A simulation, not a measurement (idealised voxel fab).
process module | voxel ribs on slabs
cross-section cut | 230 nm wide | cells 5 nm
A cross-section is a grid of square cells, given in bands from the top down. A band is one or more rows of cells.
Each band's line starts with the height of the band's top and of its bottom, in nm. Then come its materials from left to right, each with its width in nm. One material with "throughout" fills the band from edge to edge. "air" is empty space.
Height 0 is the level under which the wafer as received is all one material. The lowest band goes on downwards, as in "0 down".
A width such as "30 to 40" changes by the same amount from each row of cells to the next, from the band's top row to its bottom row.
"no change" after a step means that no cell of the cross-section changed.
closed voids: empty space of 8 cells or more with no open way to the top, each as width x height at its distance from the left edge, in nm
after a step's settings: what the simulator itself notes on the step
overlay nm, on a step with a mask: how far to the right of its planned place the mask lay; to the left if negative
plan
1 op RECEIVE | material Si
2 op DIRECTIONAL_DEP | material SiO2 | thk nm 20
3 op DIRECTIONAL_DEP | material polySi | thk nm 25
4 op MASKED_ETCH | tone cover | mask id RIB | width nm 20 | etch materials polySi | depth nm 20 | overlay nm 0
5 op DIRECTIONAL_DEP | material aC | thk nm 15
6 op PATTERN | tone cover | mask id SLAB | material resist | width nm 70 | thk nm 35 | overlay nm 0
7 op DIRECTIONAL_ETCH | etch materials aC | depth nm 15
8 op STRIP | etch materials resist
9 op DIRECTIONAL_ETCH | etch materials polySi | depth nm 5
10 op STRIP | etch materials aC
11 op FILL_DEP | material SiO2 | thk nm 20
12 op CMP | height nm 55
13 op DIRECTIONAL_DEP | material W | thk nm 10
14 op DIRECTIONAL_DEP | material aC | thk nm 10
15 op PATTERN | tone cover | mask id HEATER | material resist | width nm 30 | thk nm 30 | overlay nm 0
16 op DIRECTIONAL_ETCH | etch materials aC | depth nm 10
17 op STRIP | etch materials resist
18 op DIRECTIONAL_ETCH | etch materials W | depth nm 10
19 op STRIP | etch materials aC
20 op CONFORMAL_DEP | material SiO2 | thk nm 5
as received, after step 1
  0 down: Si throughout
  closed voids: none
a wafer at the end: this start, this plan, one mistake
  65 to 55: air 100 | W 30 | air 100
  55 to 45: SiO2 throughout
  45 to 25: SiO2 105 | polySi 20 | SiO2 105
  25 to 20: SiO2 80 | polySi 70 | SiO2 80
  20 to 0: SiO2 throughout
  0 down: Si throughout
  closed voids: none
what went wrong: step 20 was left out
